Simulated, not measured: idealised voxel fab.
Process module heading - voxel capacitor over wiring
Displayed cross-section: cut, width of 285 nm, square cells sized 5 nm.
A cross-section is a grid of square cells, given in bands from the top down. A band is one or more rows of cells. For a band, the entry starts with two heights in nm, that of the top and then that of the bottom, and carries on with the band's materials in order from left to right, each alongside its width in nm; the word "everywhere" beside a single material means it fills the band edge to edge, and "blank" means empty space. Heights from 0 (as-received wafer is one material below). Bottom band endless downward, as "0 and below". Graded width ("30..40"): value in top row of band = first number; value in bottom row = second number; row-to-row change constant. Take "remained unchanged" at face value: in the step it is given for, the cross-section changed in none of its cells. Trapped voids: empty space of 8 cells or more with no open way to the top, each as width x height at its distance from the left edge, in nm. That trailing text on a step's line, after the settings, is the simulator's own remark on the step. If you see "overlay nm" on a step's line and that step has a mask, it's telling you how far right of where it was planned the mask ended up; a negative number means it went left instead.
### The steps planned for the process are as follows
1: RECEIVE | material Si
2: CONFORMAL_DEP | material SiO2 | thk nm 15
3: CONFORMAL_DEP | material SiCN | thk nm 5
4: DIRECTIONAL_DEP | material SiO2 | thk nm 20
5: DIRECTIONAL_DEP | material aC | thk nm 10
6: PATTERN | tone open | mask id METAL_1 | material resist | width nm 20 | pitch nm 75 | thk nm 30 | overlay nm 0
7: DIRECTIONAL_ETCH | etch materials aC | depth nm 10
8: STRIP | etch materials resist
9: DIRECTIONAL_ETCH | etch materials SiO2 | depth nm 20
10: DIRECTIONAL_ETCH | etch materials SiCN | depth nm 5
11: STRIP | etch materials aC
12: CONFORMAL_DEP | material TiN | thk nm 5
13: FILL_DEP | material Cu | thk nm 10
14: CMP | height nm 40
15: EPI | material Ru | thk nm 5
16: FILL_DEP | material SiCN | thk nm 5
17: DIRECTIONAL_DEP | material lowk | thk nm 10
18: PATTERN | tone open | mask id PLUG_1 | material resist | width nm 15 | thk nm 15 | overlay nm 0
19: DIRECTIONAL_ETCH | etch materials lowk | depth nm 10
20: DIRECTIONAL_ETCH | etch materials SiCN | depth nm 5
21: STRIP | etch materials resist
22: CONFORMAL_DEP | material TiN | thk nm 5
23: FILL_DEP | material W | thk nm 5
24: CMP | height nm 60
25: DIRECTIONAL_DEP | material TiN | thk nm 5
26: DIRECTIONAL_DEP | material HfO2 | thk nm 5
27: DIRECTIONAL_DEP | material TiN | thk nm 5
28: PATTERN | tone cover | mask id UPPER_PLATE | material resist | width nm 60 | thk nm 15 | overlay nm 0
29: DIRECTIONAL_ETCH | etch materials TiN | depth nm 5
30: DIRECTIONAL_ETCH | etch materials HfO2 | depth nm 5
31: STRIP | etch materials resist
32: MASKED_ETCH | tone cover | mask id LOWER_PLATE | width nm 70 | etch materials TiN | depth nm 5 | overlay nm -15
33: FILL_DEP | material SiO2 | thk nm 20
34: CMP | height nm 90
35: DIRECTIONAL_DEP | material aC | thk nm 10
36: PATTERN | tone open | mask id PLUG_2 | material resist | width nm 15 | thk nm 30 | overlay nm 0
37: DIRECTIONAL_ETCH | etch materials aC | depth nm 10
38: STRIP | etch materials resist
39: DIRECTIONAL_ETCH | etch materials SiO2 | depth nm 15
40: STRIP | etch materials aC
41: CONFORMAL_DEP | material TiN | thk nm 5
42: FILL_DEP | material W | thk nm 5
43: CMP | height nm 90
44: CONFORMAL_DEP | material SiN | thk nm 5
Where the wafers of this document differ is in the overlay nm of step 32; they start out the same, and the plan states the value that applied to the first wafer.
### As-received state after step 1, first of several wafers, cross-section
	0 and below | Si everywhere
	Trapped voids: none
### The rows of the table below are wafers. Looking at the end of the module, a row counts, for every material, the cells the wafer has gained, shown as (+), or lost, shown as (-), since it was received; its closed voids come next
overlay nm -15 | +16 Cu | +12 HfO2 | +12 Ru | +148 SiCN | +57 SiN | +662 SiO2 | +64 TiN | +4 W | +108 lowk | Trapped voids: none
overlay nm -10 | +16 Cu | +12 HfO2 | +12 Ru | +148 SiCN | +57 SiN | +662 SiO2 | +64 TiN | +4 W | +108 lowk | Trapped voids: none
overlay nm -5 | +16 Cu | +12 HfO2 | +12 Ru | +148 SiCN | +57 SiN | +662 SiO2 | +64 TiN | +4 W | +108 lowk | Trapped voids: none
overlay nm 0 | +16 Cu | +12 HfO2 | +12 Ru | +148 SiCN | +57 SiN | +662 SiO2 | +64 TiN | +4 W | +108 lowk | Trapped voids: none
overlay nm 5 | +16 Cu | +12 HfO2 | +12 Ru | +148 SiCN | +57 SiN | +662 SiO2 | +64 TiN | +4 W | +108 lowk | Trapped voids: none
overlay nm 10 | +16 Cu | +12 HfO2 | +12 Ru | +148 SiCN | +57 SiN | +662 SiO2 | +64 TiN | +4 W | +108 lowk | Trapped voids: none
overlay nm 15 | +16 Cu | +12 HfO2 | +12 Ru | +148 SiCN | +57 SiN | +662 SiO2 | +64 TiN | +4 W | +108 lowk | Trapped voids: none
